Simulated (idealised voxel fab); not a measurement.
Process module in this document: voxel self aligned vias
The cross-section shown here is cut; it is 180 nm wide and divided into square cells measuring 5 nm on a side.
In what follows, cross-sections appear as grids of square cells, described through bands that run from the top down, where every band is one or more rows of cells. In this notation a band is specified by the heights of its top and bottom, in that order and in nm, after which its materials appear from left to right, each paired with its width in nm. The word "full width" attached to a single material means that material fills the band from edge to edge; the word "air" stands for empty space. Height datum 0, below which the as-received substrate wafer is one material. Lowest band open at the bottom, running downward: "0 -> down". Read "30 to 40" as a graded width: first number on top, second number at the bottom, same change between each pair of neighbouring rows. Any step labelled "nothing altered" changed none of the cells in the cross-section. "Closed voids list" - sealed voids, min. 8 cells, no opening to top; format: width x height at distance (distance from left edge; nm throughout). On each step's line, the part that comes after the settings is the simulator's own comment on the step. overlay nm: mask right of planned place by this much (step with mask). Neg. = left. Everything after this point is organized in pairs: a cross-section before one process step, a cross-section after it that shows only as deep as the lowest changed band, and, under the pair, the intervening step with its settings. Because different runs of this module on the same starting wafer can supply different pairs, a pair continues from the pair above it only if its entry headed "Pre-step section" says so.

Pre-step section:
  60 -> 40  lowk: 30, air: 40, lowk: 35, air: 40, lowk: 35
  40 -> 35  lowk: 35, air: 30, lowk: 45, air: 30, lowk: 40
  35 -> 20  lowk: 35, TiN: 5, Ru: 20, TiN: 5, lowk: 45, TiN: 5, Ru: 20, TiN: 5, lowk: 40
  20 -> 15  lowk: 35, TiN: 30, lowk: 45, TiN: 30, lowk: 40
  15 -> 10  SiCN full width
  10 -> 0  SiO2 full width
  0 -> down  Si full width
  Closed voids list: none

Post-Step Appearance:
  65 -> 60  TiN: 35, air: 30, TiN: 45, air: 30, TiN: 40
  60 -> 45  lowk: 30, TiN: 5, air: 30, TiN: 5, lowk: 35, TiN: 5, air: 30, TiN: 5, lowk: 35
  45 -> 40  lowk: 30, TiN: 10, air: 20, TiN: 10, lowk: 35, TiN: 10, air: 20, TiN: 10, lowk: 35
  40 -> 35  lowk: 35, TiN: 30, lowk: 45, TiN: 30, lowk: 40
  Nothing below the height 35 has changed.
  Closed voids list: none
Step between the cross-sections above: CONFORMAL_DEP with material TiN, thk nm 5

Pre-step section: see preceding pair, after cross-section.

Post-Step Appearance:
  70 -> 65  Ru full width
  65 -> 60  TiN: 35, Ru: 30, TiN: 45, Ru: 30, TiN: 40
  60 -> 45  lowk: 30, TiN: 5, Ru: 30, TiN: 5, lowk: 35, TiN: 5, Ru: 30, TiN: 5, lowk: 35
  45 -> 40  lowk: 30, TiN: 10, Ru: 20, TiN: 10, lowk: 35, TiN: 10, Ru: 20, TiN: 10, lowk: 35
  Nothing below the height 40 has changed.
  Closed voids list: none
Step between the cross-sections above: FILL_DEP with material Ru, thk nm 5

Pre-step section: see preceding pair, after cross-section.

Post-Step Appearance:
  60 -> 45  lowk: 30, TiN: 5, Ru: 30, TiN: 5, lowk: 35, TiN: 5, Ru: 30, TiN: 5, lowk: 35
  Nothing below the height 45 has changed.
  Closed voids list: none
Step between the cross-sections above: CMP with height nm 60

Pre-step section: see preceding pair, after cross-section.

Post-Step Appearance:
  65 -> 60  SiN full width
  Nothing below the height 60 has changed.
  Closed voids list: none
Step between the cross-sections above: CONFORMAL_DEP with material SiN, thk nm 5

Pre-step section:
  75 -> 60  aC full width
  60 -> 40  lowk full width
  40 -> 35  lowk: 35, SiN: 30, lowk: 45, SiN: 30, lowk: 40
  35 -> 20  lowk: 35, TiN: 5, Ru: 20, TiN: 5, lowk: 45, TiN: 5, Ru: 20, TiN: 5, lowk: 40
  20 -> 15  lowk: 35, TiN: 30, lowk: 45, TiN: 30, lowk: 40
  15 -> 10  SiCN full width
  10 -> 0  SiO2 full width
  0 -> down  Si full width
  Closed voids list: none

Post-Step Appearance:
  105 -> 75  resist: 35, air: 50, resist: 25, air: 50, resist: 20
  Nothing below the height 75 has changed.
  Closed voids list: none
Step between the cross-sections above: PATTERN with tone open, mask id VIAS, material resist, width nm 50, pitch nm 75, thk nm 30, overlay nm 10

Pre-step section: see preceding pair, after cross-section.

Post-Step Appearance:
  90 -> 75  resist: 35, air: 50, resist: 25, air: 50, resist: 20
  75 -> 60  aC: 35, air: 50, aC: 25, air: 50, aC: 20
  Nothing below the height 60 has changed.
  Closed voids list: none
Step between the cross-sections above: DIRECTIONAL_ETCH with etch materials aC, depth nm 15

Pre-step section: see preceding pair, after cross-section.

Post-Step Appearance:
  75 -> 60  aC: 35, air: 50, aC: 25, air: 50, aC: 20
  Nothing below the height 60 has changed.
  Closed voids list: none
Step between the cross-sections above: STRIP with etch materials resist

Pre-step section: see preceding pair, after cross-section.

Post-Step Appearance:
  75 -> 60  aC: 35, air: 50, aC: 25, air: 50, aC: 20
  60 -> 40  lowk: 35, air: 50, lowk: 25, air: 50, lowk: 20
  Nothing below the height 40 has changed.
  Closed voids list: none
Step between the cross-sections above: DIRECTIONAL_ETCH with etch materials lowk, depth nm 20

Pre-step section: see preceding pair, after cross-section.

Post-Step Appearance:
  75 -> 60  aC: 35, air: 50, aC: 25, air: 50, aC: 20
  60 -> 40  lowk: 35, air: 50, lowk: 25, air: 50, lowk: 20
  40 -> 35  lowk: 35, air: 30, lowk: 45, air: 30, lowk: 40
  Nothing below the height 35 has changed.
  Closed voids list: none
Step between the cross-sections above: DIRECTIONAL_ETCH with etch materials SiN, depth nm 5

Pre-step section: see preceding pair, after cross-section.

Post-Step Appearance:
  60 -> 40  lowk: 35, air: 50, lowk: 25, air: 50, lowk: 20
  Nothing below the height 40 has changed.
  Closed voids list: none
Step between the cross-sections above: STRIP with etch materials aC

Pre-step section: see preceding pair, after cross-section.

Post-Step Appearance:
  65 -> 60  TiN: 40, air: 40, TiN: 35, air: 40, TiN: 25
  60 -> 45  lowk: 35, TiN: 5, air: 40, TiN: 5, lowk: 25, TiN: 5, air: 40, TiN: 5, lowk: 20
  45 -> 40  lowk: 35, TiN: 5, air: 20, TiN: 25, lowk: 25, TiN: 5, air: 20, TiN: 25, lowk: 20
  40 -> 35  lowk: 35, TiN: 30, lowk: 45, TiN: 30, lowk: 40
  Nothing below the height 35 has changed.
  Closed voids list: none
Step between the cross-sections above: CONFORMAL_DEP with material TiN, thk nm 5

Pre-step section: see preceding pair, after cross-section.

Post-Step Appearance:
  70 -> 65  Ru full width
  65 -> 60  TiN: 40, Ru: 40, TiN: 35, Ru: 40, TiN: 25
  60 -> 45  lowk: 35, TiN: 5, Ru: 40, TiN: 5, lowk: 25, TiN: 5, Ru: 40, TiN: 5, lowk: 20
  45 -> 40  lowk: 35, TiN: 5, Ru: 20, TiN: 25, lowk: 25, TiN: 5, Ru: 20, TiN: 25, lowk: 20
  Nothing below the height 40 has changed.
  Closed voids list: none
Step between the cross-sections above: FILL_DEP with material Ru, thk nm 5

Pre-step section: see preceding pair, after cross-section.

Post-Step Appearance:
  60 -> 45  lowk: 35, TiN: 5, Ru: 40, TiN: 5, lowk: 25, TiN: 5, Ru: 40, TiN: 5, lowk: 20
  Nothing below the height 45 has changed.
  Closed voids list: none
Step between the cross-sections above: CMP with height nm 60

Pre-step section: see preceding pair, after cross-section.

Post-Step Appearance:
  65 -> 60  SiN full width
  Nothing below the height 60 has changed.
  Closed voids list: none
Step between the cross-sections above: CONFORMAL_DEP with material SiN, thk nm 5

Pre-step section:
  60 -> 45  lowk: 25, TiN: 5, Ru: 40, TiN: 5, lowk: 25, TiN: 5, Ru: 40, TiN: 5, lowk: 30
  45 -> 40  lowk: 25, TiN: 15, Ru: 20, TiN: 15, lowk: 25, TiN: 15, Ru: 20, TiN: 15, lowk: 30
  40 -> 35  lowk: 35, TiN: 30, lowk: 45, TiN: 30, lowk: 40
  35 -> 20  lowk: 35, TiN: 5, Ru: 20, TiN: 5, lowk: 45, TiN: 5, Ru: 20, TiN: 5, lowk: 40
  20 -> 15  lowk: 35, TiN: 30, lowk: 45, TiN: 30, lowk: 40
  15 -> 10  SiCN full width
  10 -> 0  SiO2 full width
  0 -> down  Si full width
  Closed voids list: none

Post-Step Appearance:
  65 -> 60  SiO2 full width
  Nothing below the height 60 has changed.
  Closed voids list: none
Step between the cross-sections above: CONFORMAL_DEP with material SiO2, thk nm 5

Pre-step section:
  75 -> 60  aC full width
  60 -> 40  lowk full width
  40 -> 35  lowk: 35, SiN: 30, lowk: 45, SiN: 30, lowk: 40
  35 -> 20  lowk: 35, TiN: 5, Ru: 20, TiN: 5, lowk: 45, TiN: 5, Ru: 20, TiN: 5, lowk: 40
  20 -> 15  lowk: 35, TiN: 30, lowk: 45, TiN: 30, lowk: 40
  15 -> 10  SiCN full width
  10 -> 0  SiO2 full width
  0 -> down  Si full width
  Closed voids list: none

Post-Step Appearance:
  105 -> 75  air: 25, resist: 50, air: 25, resist: 50, air: 30
  Nothing below the height 75 has changed.
  Closed voids list: none
Step between the cross-sections above: PATTERN with tone cover, mask id VIAS, material resist, width nm 50, pitch nm 75, thk nm 30, overlay nm 0

Pre-step section: see preceding pair, after cross-section.

Post-Step Appearance:
  90 -> 75  air: 25, resist: 50, air: 25, resist: 50, air: 30
  75 -> 60  air: 25, aC: 50, air: 25, aC: 50, air: 30
  Nothing below the height 60 has changed.
  Closed voids list: none
Step between the cross-sections above: DIRECTIONAL_ETCH with etch materials aC, depth nm 15

Pre-step section: see preceding pair, after cross-section.

Post-Step Appearance:
  75 -> 60  air: 25, aC: 50, air: 25, aC: 50, air: 30
  Nothing below the height 60 has changed.
  Closed voids list: none
Step between the cross-sections above: STRIP with etch materials resist

Pre-step section: see preceding pair, after cross-section.

Post-Step Appearance:
  75 -> 60  air: 25, aC: 50, air: 25, aC: 50, air: 30
  60 -> 40  air: 25, lowk: 50, air: 25, lowk: 50, air: 30
  Nothing below the height 40 has changed.
  Closed voids list: none
Step between the cross-sections above: DIRECTIONAL_ETCH with etch materials lowk, depth nm 20

Pre-step section: see preceding pair, after cross-section.

Post-Step Appearance:
  60 -> 40  air: 25, lowk: 50, air: 25, lowk: 50, air: 30
  Nothing below the height 40 has changed.
  Closed voids list: none
Step between the cross-sections above: STRIP with etch materials aC

Pre-step section: see preceding pair, after cross-section.

Post-Step Appearance:
  65 -> 60  air: 20, TiN: 60, air: 15, TiN: 60, air: 25
  60 -> 45  air: 20, TiN: 5, lowk: 50, TiN: 5, air: 15, TiN: 5, lowk: 50, TiN: 5, air: 25
  45 -> 40  TiN: 25, lowk: 50, TiN: 25, lowk: 50, TiN: 30
  Nothing below the height 40 has changed.
  Closed voids list: none
Step between the cross-sections above: CONFORMAL_DEP with material TiN, thk nm 5

Pre-step section: see preceding pair, after cross-section.

Post-Step Appearance:
  70 -> 65  Ru full width
  65 -> 60  Ru: 20, TiN: 60, Ru: 15, TiN: 60, Ru: 25
  60 -> 45  Ru: 20, TiN: 5, lowk: 50, TiN: 5, Ru: 15, TiN: 5, lowk: 50, TiN: 5, Ru: 25
  Nothing below the height 45 has changed.
  Closed voids list: none
Step between the cross-sections above: FILL_DEP with material Ru, thk nm 5

Pre-step section: see preceding pair, after cross-section.

Post-Step Appearance:
  60 -> 45  Ru: 20, TiN: 5, lowk: 50, TiN: 5, Ru: 15, TiN: 5, lowk: 50, TiN: 5, Ru: 25
  Nothing below the height 45 has changed.
  Closed voids list: none
Step between the cross-sections above: CMP with height nm 60

Pre-step section: see preceding pair, after cross-section.

Post-Step Appearance:
  65 -> 60  SiN full width
  Nothing below the height 60 has changed.
  Closed voids list: none
Step between the cross-sections above: CONFORMAL_DEP with material SiN, thk nm 5
